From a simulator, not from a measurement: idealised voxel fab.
voxel fin reveal: a process module
Square cells of 5 nm make up the cross-section cut, whose width is 155 nm.
Cross-section spec: square-cell grid; bands listed top down; each band is one or more rows.
Each band's line starts with the height of the band's top and of its bottom, in nm. Then come its materials from left to right, each with its width in nm. One material with "all across" fills the band from edge to edge. "air" is empty space.
Heights are measured from 0, the level below which the as-received wafer is all one material; the lowest band has no bottom and continues downward, written as in "0 down".
The expression "30..40" gives the width at the extremes of the band, the first number at its top row of cells and the second at its bottom row, with the width changing by equal amounts from each row to the next in between.
A step reported as "nothing changed" is a step in which no cell of the cross-section changed.
The label "Entrapped void list" introduces a list of the empty spaces, 8 cells or larger, that have no open way up to the top; each entry in it reads width x height at distance, where the distance is taken from the left edge and all three are stated in nm.
On a step's line, text after the settings is the simulator commenting on that step.
The "overlay nm" setting may appear on a step's line; for a step that uses a mask, it gives how far to the right of its planned position the mask lay, and a negative value indicates the left.
The remainder of this document consists of a sequence of paired cross-sections. Each pair presents the cross-section prior to one process step together with the cross-section following it, the latter being rendered only as deep as the lowest band that underwent change. The intervening step, together with its settings, is stated beneath each pair. Because the pairs may originate from different runs of this module on the same starting wafer, a given pair is to be read as continuing from the preceding pair only where its entry headed "Before step" so indicates.
Before step
0 down = Si all across
Entrapped void list: none
Sectional Result
5 to 0 = SiN all across
No changes below 0.
Entrapped void list: none
Looking at the two cross-sections above, the step in the middle is CONFORMAL_DEP, material SiN, thk nm 5
Before step: The pre-step condition corresponds to the post-step cross-section depicted in the pair directly above.
Sectional Result
15 to 5 = aC all across
No changes below 5.
Entrapped void list: none
Looking at the two cross-sections above, the step in the middle is DIRECTIONAL_DEP, material aC, thk nm 10
Before step: The pre-step condition corresponds to the post-step cross-section depicted in the pair directly above.
Sectional Result
45 to 15 = air (15), then resist (15), then air (20), then resist (15), then air (20), then resist (15), then air (20), then resist (15), then air (20)
No changes below 15.
Entrapped void list: none
Looking at the two cross-sections above, the step in the middle is PATTERN, tone cover, mask id FINS, material resist, width nm 15, pitch nm 35, thk nm 30, overlay nm 0
Before step: The pre-step condition corresponds to the post-step cross-section depicted in the pair directly above.
Sectional Result
35 to 15 = air (15), then resist (15), then air (20), then resist (15), then air (20), then resist (15), then air (20), then resist (15), then air (20)
15 to 5 = air (15), then aC (15), then air (20), then aC (15), then air (20), then aC (15), then air (20), then aC (15), then air (20)
No changes below 5.
Entrapped void list: none
Looking at the two cross-sections above, the step in the middle is DIRECTIONAL_ETCH, etch materials aC, depth nm 10
Before step: The pre-step condition corresponds to the post-step cross-section depicted in the pair directly above.
Sectional Result
15 to 5 = air (15), then aC (15), then air (20), then aC (15), then air (20), then aC (15), then air (20), then aC (15), then air (20)
No changes below 5.
Entrapped void list: none
Looking at the two cross-sections above, the step in the middle is STRIP, etch materials resist
Before step: The pre-step condition corresponds to the post-step cross-section depicted in the pair directly above.
Sectional Result
15 to 5 = air (15), then aC (15), then air (20), then aC (15), then air (20), then aC (15), then air (20), then aC (15), then air (20)
5 to 0 = air (15), then SiN (15), then air (20), then SiN (15), then air (20), then SiN (15), then air (20), then SiN (15), then air (20)
No changes below 0.
Entrapped void list: none
Looking at the two cross-sections above, the step in the middle is DIRECTIONAL_ETCH, etch materials SiN, depth nm 5
Before step: The pre-step condition corresponds to the post-step cross-section depicted in the pair directly above.
Sectional Result
15 to 5 = air (15), then aC (15), then air (20), then aC (15), then air (20), then aC (15), then air (20), then aC (15), then air (20)
5 to 0 = air (15), then SiN (15), then air (20), then SiN (15), then air (20), then SiN (15), then air (20), then SiN (15), then air (20)
0 to -30 = air (15), then Si (15), then air (20), then Si (15), then air (20), then Si (15), then air (20), then Si (15), then air (20)
No changes below -30.
Entrapped void list: none
Looking at the two cross-sections above, the step in the middle is DIRECTIONAL_ETCH, etch materials Si, depth nm 30
Before step: The pre-step condition corresponds to the post-step cross-section depicted in the pair directly above.
Sectional Result
5 to 0 = air (15), then SiN (15), then air (20), then SiN (15), then air (20), then SiN (15), then air (20), then SiN (15), then air (20)
No changes below 0.
Entrapped void list: none
Looking at the two cross-sections above, the step in the middle is STRIP, etch materials aC
Before step: The pre-step condition corresponds to the post-step cross-section depicted in the pair directly above.
Sectional Result
15 to 5 = SiO2 all across
5 to 0 = SiO2 (15), then SiN (15), then SiO2 (20), then SiN (15), then SiO2 (20), then SiN (15), then SiO2 (20), then SiN (15), then SiO2 (20)
0 to -30 = SiO2 (15), then Si (15), then SiO2 (20), then Si (15), then SiO2 (20), then Si (15), then SiO2 (20), then Si (15), then SiO2 (20)
No changes below -30.
Entrapped void list: none
Looking at the two cross-sections above, the step in the middle is FILL_DEP, material SiO2, thk nm 10
Before step: The pre-step condition corresponds to the post-step cross-section depicted in the pair directly above.
Sectional Result
5 to 0 = SiO2 (15), then SiN (15), then SiO2 (20), then SiN (15), then SiO2 (20), then SiN (15), then SiO2 (20), then SiN (15), then SiO2 (20)
No changes below 0.
Entrapped void list: none
Looking at the two cross-sections above, the step in the middle is CMP, height nm 5
Before step: The pre-step condition corresponds to the post-step cross-section depicted in the pair directly above.
Sectional Result
5 to 0 = air (15), then SiN (15), then air (20), then SiN (15), then air (20), then SiN (15), then air (20), then SiN (15), then air (20)
0 to -10 = air (15), then Si (15), then air (20), then Si (15), then air (20), then Si (15), then air (20), then Si (15), then air (20)
No changes below -10.
Entrapped void list: none
Looking at the two cross-sections above, the step in the middle is SELECTIVE_ETCH, etch materials SiO2, depth nm 15
Before step: The pre-step condition corresponds to the post-step cross-section depicted in the pair directly above.
Sectional Result
0 to -10 = air (15), then Si (15), then air (20), then Si (15), then air (20), then Si (15), then air (20), then Si (15), then air (20)
No changes below -10.
Entrapped void list: none
Looking at the two cross-sections above, the step in the middle is STRIP, etch materials SiN
Before step
0 down = Si all across
Entrapped void list: none
Sectional Result
10 to 0 = aC all across
No changes below 0.
Entrapped void list: none
Looking at the two cross-sections above, the step in the middle is DIRECTIONAL_DEP, material aC, thk nm 10
Before step: The pre-step condition corresponds to the post-step cross-section depicted in the pair directly above.
Sectional Result
40 to 10 = air (15), then resist (15), then air (20), then resist (15), then air (20), then resist (15), then air (20), then resist (15), then air (20)
No changes below 10.
Entrapped void list: none
Looking at the two cross-sections above, the step in the middle is PATTERN, tone cover, mask id FINS, material resist, width nm 15, pitch nm 35, thk nm 30, overlay nm 0
Before step: The pre-step condition corresponds to the post-step cross-section depicted in the pair directly above.
Sectional Result
30 to 10 = air (15), then resist (15), then air (20), then resist (15), then air (20), then resist (15), then air (20), then resist (15), then air (20)
10 to 0 = air (15), then aC (15), then air (20), then aC (15), then air (20), then aC (15), then air (20), then aC (15), then air (20)
No changes below 0.
Entrapped void list: none
Looking at the two cross-sections above, the step in the middle is DIRECTIONAL_ETCH, etch materials aC, depth nm 10
Before step: The pre-step condition corresponds to the post-step cross-section depicted in the pair directly above.
Sectional Result
10 to 0 = air (15), then aC (15), then air (20), then aC (15), then air (20), then aC (15), then air (20), then aC (15), then air (20)
No changes below 0.
Entrapped void list: none
Looking at the two cross-sections above, the step in the middle is STRIP, etch materials resist
Before step: The pre-step condition corresponds to the post-step cross-section depicted in the pair directly above.
Sectional Result
10 to 0 = air (15), then aC (15), then air (20), then aC (15), then air (20), then aC (15), then air (20), then aC (15), then air (20)
0 to -30 = air (15), then Si (15), then air (20), then Si (15), then air (20), then Si (15), then air (20), then Si (15), then air (20)
No changes below -30.
Entrapped void list: none
Looking at the two cross-sections above, the step in the middle is DIRECTIONAL_ETCH, etch materials Si, depth nm 30
Before step: The pre-step condition corresponds to the post-step cross-section depicted in the pair directly above.
Sectional Result
0 to -30 = air (15), then Si (15), then air (20), then Si (15), then air (20), then Si (15), then air (20), then Si (15), then air (20)
No changes below -30.
Entrapped void list: none
Looking at the two cross-sections above, the step in the middle is STRIP, etch materials aC
Before step: The pre-step condition corresponds to the post-step cross-section depicted in the pair directly above.
Sectional Result
10 to 0 = SiO2 all across
0 to -30 = SiO2 (15), then Si (15), then SiO2 (20), then Si (15), then SiO2 (20), then Si (15), then SiO2 (20), then Si (15), then SiO2 (20)
No changes below -30.
Entrapped void list: none
Looking at the two cross-sections above, the step in the middle is FILL_DEP, material SiO2, thk nm 10
Before step: The pre-step condition corresponds to the post-step cross-section depicted in the pair directly above.
Sectional Result
5 to 0 = SiO2 all across
No changes below 0.
Entrapped void list: none
Looking at the two cross-sections above, the step in the middle is CMP, height nm 5
Before step: The pre-step condition corresponds to the post-step cross-section depicted in the pair directly above.
Sectional Result
0 to -10 = air (15), then Si (15), then air (20), then Si (15), then air (20), then Si (15), then air (20), then Si (15), then air (20)
No changes below -10.
Entrapped void list: none
Looking at the two cross-sections above, the step in the middle is SELECTIVE_ETCH, etch materials SiO2, depth nm 15
Before step
15 to 5 = air (15), then aC (15), then air (20), then aC (15), then air (20), then aC (15), then air (20), then aC (15), then air (20)
5 to 0 = air (15), then SiN (15), then air (20), then SiN (15), then air (20), then SiN (15), then air (20), then SiN (15), then air (20)
0 to -30 = air (15), then Si (15), then air (20), then Si (15), then air (20), then Si (15), then air (20), then Si (15), then air (20)
-30 down = Si all across
Entrapped void list: none
Sectional Result
15 to 5 = air (15), then aC (15), then air (20), then aC (15), then air (20), then aC (15), then air (20), then aC (15), then air (20)
5 to 0 = air (15), then SiN (15), then air (20), then SiN (15), then air (20), then SiN (15), then air (20), then SiN (15), then air (20)
0 to -60 = air (15), then Si (15), then air (20), then Si (15), then air (20), then Si (15), then air (20), then Si (15), then air (20)
No changes below -60.
Entrapped void list: none
Looking at the two cross-sections above, the step in the middle is DIRECTIONAL_ETCH, etch materials Si, depth nm 30
Before step: The pre-step condition corresponds to the post-step cross-section depicted in the pair directly above.
Sectional Result
5 to 0 = air (15), then SiN (15), then air (20), then SiN (15), then air (20), then SiN (15), then air (20), then SiN (15), then air (20)
No changes below 0.
Entrapped void list: none
Looking at the two cross-sections above, the step in the middle is STRIP, etch materials aC
Before step: The pre-step condition corresponds to the post-step cross-section depicted in the pair directly above.
Sectional Result
15 to 5 = SiO2 all across
5 to 0 = SiO2 (15), then SiN (15), then SiO2 (20), then SiN (15), then SiO2 (20), then SiN (15), then SiO2 (20), then SiN (15), then SiO2 (20)
0 to -60 = SiO2 (15), then Si (15), then SiO2 (20), then Si (15), then SiO2 (20), then Si (15), then SiO2 (20), then Si (15), then SiO2 (20)
No changes below -60.
Entrapped void list: none
Looking at the two cross-sections above, the step in the middle is FILL_DEP, material SiO2, thk nm 10
Before step: The pre-step condition corresponds to the post-step cross-section depicted in the pair directly above.
Sectional Result
5 to 0 = SiO2 (15), then SiN (15), then SiO2 (20), then SiN (15), then SiO2 (20), then SiN (15), then SiO2 (20), then SiN (15), then SiO2 (20)
No changes below 0.
Entrapped void list: none
Looking at the two cross-sections above, the step in the middle is CMP, height nm 5
Before step: The pre-step condition corresponds to the post-step cross-section depicted in the pair directly above.
Sectional Result
5 to 0 = air (15), then SiN (15), then air (20), then SiN (15), then air (20), then SiN (15), then air (20), then SiN (15), then air (20)
0 to -10 = air (15), then Si (15), then air (20), then Si (15), then air (20), then Si (15), then air (20), then Si (15), then air (20)
No changes below -10.
Entrapped void list: none
Looking at the two cross-sections above, the step in the middle is SELECTIVE_ETCH, etch materials SiO2, depth nm 15
Before step: The pre-step condition corresponds to the post-step cross-section depicted in the pair directly above.
Sectional Result
0 to -10 = air (15), then Si (15), then air (20), then Si (15), then air (20), then Si (15), then air (20), then Si (15), then air (20)
No changes below -10.
Entrapped void list: none
Looking at the two cross-sections above, the step in the middle is STRIP, etch materials SiN
Before step
5 to 0 = SiO2 (15), then SiN (15), then SiO2 (20), then SiN (15), then SiO2 (20), then SiN (15), then SiO2 (20), then SiN (15), then SiO2 (20)
0 to -30 = SiO2 (15), then Si (15), then SiO2 (20), then Si (15), then SiO2 (20), then Si (15), then SiO2 (20), then Si (15), then SiO2 (20)
-30 down = Si all across
Entrapped void list: none
Sectional Result
5 to 0 = SiO2 (15), then air (15), then SiO2 (20), then air (15), then SiO2 (20), then air (15), then SiO2 (20), then air (15), then SiO2 (20)
No changes below 0.
Entrapped void list: none
Looking at the two cross-sections above, the step in the middle is STRIP, etch materials SiN
Before step: The pre-step condition corresponds to the post-step cross-section depicted in the pair directly above.
Sectional Result
0 to -10 = air (15), then Si (15), then air (20), then Si (15), then air (20), then Si (15), then air (20), then Si (15), then air (20)
-10 to -15 = air (15), then Si (15), then air (20), then Si (15), then air (20), then Si (15), then air (20), then Si (15), then air (15), then SiO2 (5)
No changes below -15.
Entrapped void list: none
Looking at the two cross-sections above, the step in the middle is SELECTIVE_ETCH, etch materials SiO2, depth nm 15
Before step
15 to 5 = air (15), then aC (15), then air (20), then aC (15), then air (20), then aC (15), then air (20), then aC (15), then air (20)
5 to 0 = air (15), then SiN (15), then air (20), then SiN (15), then air (20), then SiN (15), then air (20), then SiN (15), then air (20)
0 down = Si all across
Entrapped void list: none
Sectional Result
15 to 5 = air (15), then aC (15), then air (20), then aC (15), then air (20), then aC (15), then air (20), then aC (15), then air (20)
5 to 0 = air (15), then SiN (15), then air (20), then SiN (15), then air (20), then SiN (15), then air (20), then SiN (15), then air (20)
0 to -40 = air (15), then Si (15), then air (20), then Si (15), then air (20), then Si (15), then air (20), then Si (15), then air (20)
No changes below -40.
Entrapped void list: none
Looking at the two cross-sections above, the step in the middle is DIRECTIONAL_ETCH, etch materials Si, depth nm 40
Before step: The pre-step condition corresponds to the post-step cross-section depicted in the pair directly above.
Sectional Result
5 to 0 = air (15), then SiN (15), then air (20), then SiN (15), then air (20), then SiN (15), then air (20), then SiN (15), then air (20)
No changes below 0.
Entrapped void list: none
Looking at the two cross-sections above, the step in the middle is STRIP, etch materials aC
Before step: The pre-step condition corresponds to the post-step cross-section depicted in the pair directly above.
Sectional Result
15 to 5 = SiO2 all across
5 to 0 = SiO2 (15), then SiN (15), then SiO2 (20), then SiN (15), then SiO2 (20), then SiN (15), then SiO2 (20), then SiN (15), then SiO2 (20)
0 to -40 = SiO2 (15), then Si (15), then SiO2 (20), then Si (15), then SiO2 (20), then Si (15), then SiO2 (20), then Si (15), then SiO2 (20)
No changes below -40.
Entrapped void list: none
Looking at the two cross-sections above, the step in the middle is FILL_DEP, material SiO2, thk nm 10
Before step: The pre-step condition corresponds to the post-step cross-section depicted in the pair directly above.
Sectional Result
5 to 0 = SiO2 (15), then SiN (15), then SiO2 (20), then SiN (15), then SiO2 (20), then SiN (15), then SiO2 (20), then SiN (15), then SiO2 (20)
No changes below 0.
Entrapped void list: none
Looking at the two cross-sections above, the step in the middle is CMP, height nm 5
Before step: The pre-step condition corresponds to the post-step cross-section depicted in the pair directly above.
Sectional Result
5 to 0 = air (15), then SiN (15), then air (20), then SiN (15), then air (20), then SiN (15), then air (20), then SiN (15), then air (20)
0 to -10 = air (15), then Si (15), then air (20), then Si (15), then air (20), then Si (15), then air (20), then Si (15), then air (20)
No changes below -10.
Entrapped void list: none
Looking at the two cross-sections above, the step in the middle is SELECTIVE_ETCH, etch materials SiO2, depth nm 15
Before step: The pre-step condition corresponds to the post-step cross-section depicted in the pair directly above.
Sectional Result
0 to -10 = air (15), then Si (15), then air (20), then Si (15), then air (20), then Si (15), then air (20), then Si (15), then air (20)
No changes below -10.
Entrapped void list: none
Looking at the two cross-sections above, the step in the middle is STRIP, etch materials SiN
Before step
15 to 5 = aC all across
5 to 0 = SiN all across
0 down = Si all across
Entrapped void list: none
Sectional Result
45 to 15 = air (15), then resist (20), then air (15), then resist (20), then air (15), then resist (20), then air (15), then resist (20), then air (15)
No changes below 15.
Entrapped void list: none
Looking at the two cross-sections above, the step in the middle is PATTERN, tone cover, mask id FINS, material resist, width nm 20, pitch nm 35, thk nm 30, overlay nm 0
Before step: The pre-step condition corresponds to the post-step cross-section depicted in the pair directly above.
Sectional Result
35 to 15 = air (15), then resist (20), then air (15), then resist (20), then air (15), then resist (20), then air (15), then resist (20), then air (15)
15 to 5 = air (15), then aC (20), then air (15), then aC (20), then air (15), then aC (20), then air (15), then aC (20), then air (15)
No changes below 5.
Entrapped void list: none
Looking at the two cross-sections above, the step in the middle is DIRECTIONAL_ETCH, etch materials aC, depth nm 10
Before step: The pre-step condition corresponds to the post-step cross-section depicted in the pair directly above.
Sectional Result
15 to 5 = air (15), then aC (20), then air (15), then aC (20), then air (15), then aC (20), then air (15), then aC (20), then air (15)
No changes below 5.
Entrapped void list: none
Looking at the two cross-sections above, the step in the middle is STRIP, etch materials resist
Before step: The pre-step condition corresponds to the post-step cross-section depicted in the pair directly above.
Sectional Result
15 to 5 = air (15), then aC (20), then air (15), then aC (20), then air (15), then aC (20), then air (15), then aC (20), then air (15)
5 to 0 = air (15), then SiN (20), then air (15), then SiN (20), then air (15), then SiN (20), then air (15), then SiN (20), then air (15)
No changes below 0.
Entrapped void list: none
Looking at the two cross-sections above, the step in the middle is DIRECTIONAL_ETCH, etch materials SiN, depth nm 5
Before step: The pre-step condition corresponds to the post-step cross-section depicted in the pair directly above.
Sectional Result
15 to 5 = air (15), then aC (20), then air (15), then aC (20), then air (15), then aC (20), then air (15), then aC (20), then air (15)
5 to 0 = air (15), then SiN (20), then air (15), then SiN (20), then air (15), then SiN (20), then air (15), then SiN (20), then air (15)
0 to -30 = air (15), then Si (20), then air (15), then Si (20), then air (15), then Si (20), then air (15), then Si (20), then air (15)
No changes below -30.
Entrapped void list: none
Looking at the two cross-sections above, the step in the middle is DIRECTIONAL_ETCH, etch materials Si, depth nm 30
Before step: The pre-step condition corresponds to the post-step cross-section depicted in the pair directly above.
Sectional Result
5 to 0 = air (15), then SiN (20), then air (15), then SiN (20), then air (15), then SiN (20), then air (15), then SiN (20), then air (15)
No changes below 0.
Entrapped void list: none
Looking at the two cross-sections above, the step in the middle is STRIP, etch materials aC
Before step: The pre-step condition corresponds to the post-step cross-section depicted in the pair directly above.
Sectional Result
15 to 5 = SiO2 all across
5 to 0 = SiO2 (15), then SiN (20), then SiO2 (15), then SiN (20), then SiO2 (15), then SiN (20), then SiO2 (15), then SiN (20), then SiO2 (15)
0 to -30 = SiO2 (15), then Si (20), then SiO2 (15), then Si (20), then SiO2 (15), then Si (20), then SiO2 (15), then Si (20), then SiO2 (15)
No changes below -30.
Entrapped void list: none
Looking at the two cross-sections above, the step in the middle is FILL_DEP, material SiO2, thk nm 10
Before step: The pre-step condition corresponds to the post-step cross-section depicted in the pair directly above.
Sectional Result
5 to 0 = SiO2 (15), then SiN (20), then SiO2 (15), then SiN (20), then SiO2 (15), then SiN (20), then SiO2 (15), then SiN (20), then SiO2 (15)
No changes below 0.
Entrapped void list: none
Looking at the two cross-sections above, the step in the middle is CMP, height nm 5
Before step: The pre-step condition corresponds to the post-step cross-section depicted in the pair directly above.
Sectional Result
5 to 0 = air (15), then SiN (20), then air (15), then SiN (20), then air (15), then SiN (20), then air (15), then SiN (20), then air (15)
0 to -10 = air (15), then Si (20), then air (15), then Si (20), then air (15), then Si (20), then air (15), then Si (20), then air (15)
No changes below -10.
Entrapped void list: none
Looking at the two cross-sections above, the step in the middle is SELECTIVE_ETCH, etch materials SiO2, depth nm 15
Before step: The pre-step condition corresponds to the post-step cross-section depicted in the pair directly above.
Sectional Result
0 to -10 = air (15), then Si (20), then air (15), then Si (20), then air (15), then Si (20), then air (15), then Si (20), then air (15)
No changes below -10.
Entrapped void list: none
Looking at the two cross-sections above, the step in the middle is STRIP, etch materials SiN
Before step
15 to 5 = aC all across
5 to 0 = SiN all across
0 down = Si all across
Entrapped void list: none
Sectional Result
45 to 15 = air (20), then resist (15), then air (20), then resist (15), then air (20), then resist (15), then air (20), then resist (15), then air (15)
No changes below 15.
Entrapped void list: none
Looking at the two cross-sections above, the step in the middle is PATTERN, tone cover, mask id FINS, material resist, width nm 15, pitch nm 35, thk nm 30, overlay nm 5
Before step: The pre-step condition corresponds to the post-step cross-section depicted in the pair directly above.
Sectional Result
35 to 15 = air (20), then resist (15), then air (20), then resist (15), then air (20), then resist (15), then air (20), then resist (15), then air (15)
15 to 5 = air (20), then aC (15), then air (20), then aC (15), then air (20), then aC (15), then air (20), then aC (15), then air (15)
No changes below 5.
Entrapped void list: none
Looking at the two cross-sections above, the step in the middle is DIRECTIONAL_ETCH, etch materials aC, depth nm 10
Before step: The pre-step condition corresponds to the post-step cross-section depicted in the pair directly above.
Sectional Result
15 to 5 = air (20), then aC (15), then air (20), then aC (15), then air (20), then aC (15), then air (20), then aC (15), then air (15)
No changes below 5.
Entrapped void list: none
Looking at the two cross-sections above, the step in the middle is STRIP, etch materials resist
Before step: The pre-step condition corresponds to the post-step cross-section depicted in the pair directly above.
Sectional Result
15 to 5 = air (20), then aC (15), then air (20), then aC (15), then air (20), then aC (15), then air (20), then aC (15), then air (15)
5 to 0 = air (20), then SiN (15), then air (20), then SiN (15), then air (20), then SiN (15), then air (20), then SiN (15), then air (15)
No changes below 0.
Entrapped void list: none
Looking at the two cross-sections above, the step in the middle is DIRECTIONAL_ETCH, etch materials SiN, depth nm 5
Before step: The pre-step condition corresponds to the post-step cross-section depicted in the pair directly above.
Sectional Result
15 to 5 = air (20), then aC (15), then air (20), then aC (15), then air (20), then aC (15), then air (20), then aC (15), then air (15)
5 to 0 = air (20), then SiN (15), then air (20), then SiN (15), then air (20), then SiN (15), then air (20), then SiN (15), then air (15)
0 to -30 = air (20), then Si (15), then air (20), then Si (15), then air (20), then Si (15), then air (20), then Si (15), then air (15)
No changes below -30.
Entrapped void list: none
Looking at the two cross-sections above, the step in the middle is DIRECTIONAL_ETCH, etch materials Si, depth nm 30
Before step: The pre-step condition corresponds to the post-step cross-section depicted in the pair directly above.
Sectional Result
5 to 0 = air (20), then SiN (15), then air (20), then SiN (15), then air (20), then SiN (15), then air (20), then SiN (15), then air (15)
No changes below 0.
Entrapped void list: none
Looking at the two cross-sections above, the step in the middle is STRIP, etch materials aC
Before step: The pre-step condition corresponds to the post-step cross-section depicted in the pair directly above.
Sectional Result
15 to 5 = SiO2 all across
5 to 0 = SiO2 (20), then SiN (15), then SiO2 (20), then SiN (15), then SiO2 (20), then SiN (15), then SiO2 (20), then SiN (15), then SiO2 (15)
0 to -30 = SiO2 (20), then Si (15), then SiO2 (20), then Si (15), then SiO2 (20), then Si (15), then SiO2 (20), then Si (15), then SiO2 (15)
No changes below -30.
Entrapped void list: none
Looking at the two cross-sections above, the step in the middle is FILL_DEP, material SiO2, thk nm 10
Before step: The pre-step condition corresponds to the post-step cross-section depicted in the pair directly above.
Sectional Result
5 to 0 = SiO2 (20), then SiN (15), then SiO2 (20), then SiN (15), then SiO2 (20), then SiN (15), then SiO2 (20), then SiN (15), then SiO2 (15)
No changes below 0.
Entrapped void list: none
Looking at the two cross-sections above, the step in the middle is CMP, height nm 5
Before step: The pre-step condition corresponds to the post-step cross-section depicted in the pair directly above.
Sectional Result
5 to 0 = air (20), then SiN (15), then air (20), then SiN (15), then air (20), then SiN (15), then air (20), then SiN (15), then air (15)
0 to -10 = air (20), then Si (15), then air (20), then Si (15), then air (20), then Si (15), then air (20), then Si (15), then air (15)
No changes below -10.
Entrapped void list: none
Looking at the two cross-sections above, the step in the middle is SELECTIVE_ETCH, etch materials SiO2, depth nm 15
Before step: The pre-step condition corresponds to the post-step cross-section depicted in the pair directly above.
Sectional Result
0 to -10 = air (20), then Si (15), then air (20), then Si (15), then air (20), then Si (15), then air (20), then Si (15), then air (15)
No changes below -10.
Entrapped void list: none
Looking at the two cross-sections above, the step in the middle is STRIP, etch materials SiN
Before step
5 to 0 = air (15), then SiN (15), then air (20), then SiN (15), then air (20), then SiN (15), then air (20), then SiN (15), then air (20)
0 to -30 = air (15), then Si (15), then air (20), then Si (15), then air (20), then Si (15), then air (20), then Si (15), then air (20)
-30 down = Si all across
Entrapped void list: none
Sectional Result
15 to 0 = SiN all across
0 to -30 = SiN (15), then Si (15), then SiN (20), then Si (15), then SiN (20), then Si (15), then SiN (20), then Si (15), then SiN (20)
No changes below -30.
Entrapped void list: none
Looking at the two cross-sections above, the step in the middle is FILL_DEP, material SiN, thk nm 10
Before step: The pre-step condition corresponds to the post-step cross-section depicted in the pair directly above.
Sectional Result
5 to 0 = SiN all across
No changes below 0.
Entrapped void list: none
Looking at the two cross-sections above, the step in the middle is CMP, height nm 5
Before step: The pre-step condition corresponds to the post-step cross-section depicted in the pair directly above.
Sectional Result
0 to -30 = air (15), then Si (15), then air (20), then Si (15), then air (20), then Si (15), then air (20), then Si (15), then air (20)
No changes below -30.
Entrapped void list: none
Looking at the two cross-sections above, the step in the middle is STRIP, etch materials SiN
Before step
15 to 5 = aC all across
5 to 0 = SiN all across
0 down = Si all across
Entrapped void list: none
Sectional Result
45 to 15 = resist (15), then air (15), then resist (20), then air (15), then resist (20), then air (15), then resist (20), then air (15), then resist (20)
No changes below 15.
Entrapped void list: none
Looking at the two cross-sections above, the step in the middle is PATTERN, tone open, mask id FINS, material resist, width nm 15, pitch nm 35, thk nm 30, overlay nm 0
Before step: The pre-step condition corresponds to the post-step cross-section depicted in the pair directly above.
Sectional Result
35 to 15 = resist (15), then air (15), then resist (20), then air (15), then resist (20), then air (15), then resist (20), then air (15), then resist (20)
15 to 5 = aC (15), then air (15), then aC (20), then air (15), then aC (20), then air (15), then aC (20), then air (15), then aC (20)
No changes below 5.
Entrapped void list: none
Looking at the two cross-sections above, the step in the middle is DIRECTIONAL_ETCH, etch materials aC, depth nm 10
Before step: The pre-step condition corresponds to the post-step cross-section depicted in the pair directly above.
Sectional Result
15 to 5 = aC (15), then air (15), then aC (20), then air (15), then aC (20), then air (15), then aC (20), then air (15), then aC (20)
No changes below 5.
Entrapped void list: none
Looking at the two cross-sections above, the step in the middle is STRIP, etch materials resist
Before step: The pre-step condition corresponds to the post-step cross-section depicted in the pair directly above.
Sectional Result
15 to 5 = aC (15), then air (15), then aC (20), then air (15), then aC (20), then air (15), then aC (20), then air (15), then aC (20)
5 to 0 = SiN (15), then air (15), then SiN (20), then air (15), then SiN (20), then air (15), then SiN (20), then air (15), then SiN (20)
No changes below 0.
Entrapped void list: none
Looking at the two cross-sections above, the step in the middle is DIRECTIONAL_ETCH, etch materials SiN, depth nm 5
Before step: The pre-step condition corresponds to the post-step cross-section depicted in the pair directly above.
Sectional Result
15 to 5 = aC (15), then air (15), then aC (20), then air (15), then aC (20), then air (15), then aC (20), then air (15), then aC (20)
5 to 0 = SiN (15), then air (15), then SiN (20), then air (15), then SiN (20), then air (15), then SiN (20), then air (15), then SiN (20)
0 to -30 = Si (15), then air (15), then Si (20), then air (15), then Si (20), then air (15), then Si (20), then air (15), then Si (20)
No changes below -30.
Entrapped void list: none
Looking at the two cross-sections above, the step in the middle is DIRECTIONAL_ETCH, etch materials Si, depth nm 30
Before step: The pre-step condition corresponds to the post-step cross-section depicted in the pair directly above.
Sectional Result
5 to 0 = SiN (15), then air (15), then SiN (20), then air (15), then SiN (20), then air (15), then SiN (20), then air (15), then SiN (20)
No changes below 0.
Entrapped void list: none
Looking at the two cross-sections above, the step in the middle is STRIP, etch materials aC
Before step: The pre-step condition corresponds to the post-step cross-section depicted in the pair directly above.
Sectional Result
15 to 5 = SiO2 all across
5 to 0 = SiN (15), then SiO2 (15), then SiN (20), then SiO2 (15), then SiN (20), then SiO2 (15), then SiN (20), then SiO2 (15), then SiN (20)
0 to -30 = Si (15), then SiO2 (15), then Si (20), then SiO2 (15), then Si (20), then SiO2 (15), then Si (20), then SiO2 (15), then Si (20)
No changes below -30.
Entrapped void list: none
Looking at the two cross-sections above, the step in the middle is FILL_DEP, material SiO2, thk nm 10
Before step: The pre-step condition corresponds to the post-step cross-section depicted in the pair directly above.
Sectional Result
5 to 0 = SiN (15), then SiO2 (15), then SiN (20), then SiO2 (15), then SiN (20), then SiO2 (15), then SiN (20), then SiO2 (15), then SiN (20)
No changes below 0.
Entrapped void list: none
Looking at the two cross-sections above, the step in the middle is CMP, height nm 5
Before step: The pre-step condition corresponds to the post-step cross-section depicted in the pair directly above.
Sectional Result
5 to 0 = SiN (15), then air (15), then SiN (20), then air (15), then SiN (20), then air (15), then SiN (20), then air (15), then SiN (20)
0 to -10 = Si (15), then air (15), then Si (20), then air (15), then Si (20), then air (15), then Si (20), then air (15), then Si (20)
No changes below -10.
Entrapped void list: none
Looking at the two cross-sections above, the step in the middle is SELECTIVE_ETCH, etch materials SiO2, depth nm 15
Before step: The pre-step condition corresponds to the post-step cross-section depicted in the pair directly above.
Sectional Result
0 to -10 = Si (15), then air (15), then Si (20), then air (15), then Si (20), then air (15), then Si (20), then air (15), then Si (20)
No changes below -10.
Entrapped void list: none
Looking at the two cross-sections above, the step in the middle is STRIP, etch materials SiN
